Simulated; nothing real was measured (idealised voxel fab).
Process module heading - voxel gate over fins
Each square cell in cross-section cut measures 5 nm, and the section as a whole is 290 nm wide.
A cross-section is a grid of square cells, given in bands from the top down. A band is one or more rows of cells. Read a band's entry like this: the first values are the height of its top and the height of its bottom in nm, and what follows is the sequence of materials from left to right, each with its width in nm. Note that "blank" is empty space, and that a single material marked "full width" reaches across the band from edge to edge. Height reference: 0 = level under which incoming wafer is all one material. Lowest band: no bottom, runs on downward, e.g. "0 nm and below". A two-number width, for instance "30..40", indicates that the width is equal to the first number in the top row of the band and to the second number in the bottom row, and that it changes by a constant amount per row of cells. The cross-section has no changed cell in any step marked "stayed the same". Closed-off voids of 8+ cells (no open route to the top) go in "Non-vented voids", written width x height at distance from the left edge, in nm. Step line, after settings: the simulator's comment on this step. Regarding "overlay nm": on a step with a mask, it is the distance the mask lay to the right of its planned place; a negative value places it to the left.

### List of planned process steps
1,RECEIVE (material Si)
2,CONFORMAL_DEP (material SiN; thk nm 10)
3,DIRECTIONAL_DEP (material aC; thk nm 10)
4,PATTERN (tone cover; mask id FINS; material resist; width nm 15; pitch nm 45; thk nm 30; overlay nm 0)
5,DIRECTIONAL_ETCH (etch materials aC; depth nm 10)
6,STRIP (etch materials resist)
7,DIRECTIONAL_ETCH (etch materials SiN; depth nm 10)
8,DIRECTIONAL_ETCH (etch materials Si; depth nm 40)
9,STRIP (etch materials aC)
10,OXIDIZE (depth nm 5)
11,FILL_DEP (material SiO2; thk nm 5)
12,CMP (height nm 10)
13,SELECTIVE_ETCH (etch materials SiO2; depth nm 25)
14,STRIP (etch materials SiN)
15,CONFORMAL_DEP (material HfO2; thk nm 5)
16,CONFORMAL_DEP (material TiN; thk nm 5)
17,CONFORMAL_DEP (material TiAl; thk nm 5)
18,CONFORMAL_DEP (material TiN; thk nm 5)
19,FILL_DEP (material W; thk nm 10)
20,CMP (height nm 25)
21,CONFORMAL_DEP (material SiN; thk nm 5)

### Incoming wafer in cross-section (state: after step 1)
> 0 nm and below  Si full width
> Non-vented voids: none

### a wafer at the end: this start, this plan, one mistake
> 20 nm to 15 nm  SiN full width
> 15 nm to 10 nm  W 75, then TiN 5, then TiAl 35, then TiN 10, then TiAl 35, then TiN 10, then TiAl 35, then TiN 5, then W 80
> 10 nm to 5 nm  W 75, then TiN 5, then TiAl 5, then TiN 25, then TiAl 5, then TiN 10, then TiAl 5, then TiN 25, then TiAl 5, then TiN 10, then TiAl 5, then TiN 25, then TiAl 5, then TiN 5, then W 80
> 5 nm to 0 nm  TiN 80, then TiAl 5, then TiN 5, then HfO2 15, then TiN 5, then TiAl 5, then TiN 10, then TiAl 5, then TiN 5, then HfO2 15, then TiN 5, then TiAl 5, then TiN 10, then TiAl 5, then TiN 5, then HfO2 15, then TiN 5, then TiAl 5, then TiN 85
> 0 nm to -5 nm  TiAl 85, then TiN 5, then HfO2 5, then Si 5, then HfO2 5, then TiN 5, then TiAl 20, then TiN 5, then HfO2 5, then Si 5, then HfO2 5, then TiN 5, then TiAl 20, then TiN 5, then HfO2 5, then Si 5, then HfO2 5, then TiN 5, then TiAl 90
> -5 nm to -10 nm  TiN 90, then HfO2 5, then Si 5, then HfO2 5, then TiN 30, then HfO2 5, then Si 5, then HfO2 5, then TiN 30, then HfO2 5, then Si 5, then HfO2 5, then TiN 95
> -10 nm to -15 nm  HfO2 95, then Si 5, then HfO2 40, then Si 5, then HfO2 40, then Si 5, then HfO2 100
> -15 nm to -45 nm  SiO2 95, then Si 5, then SiO2 40, then Si 5, then SiO2 40, then Si 5, then SiO2 100
> -45 nm and below  Si full width
> Non-vented voids: none
It is concluded that the wafer was processed incorrectly with respect to the plan, in that note that step 20 departed from the planned setting and was carried out as CMP (height nm 15)
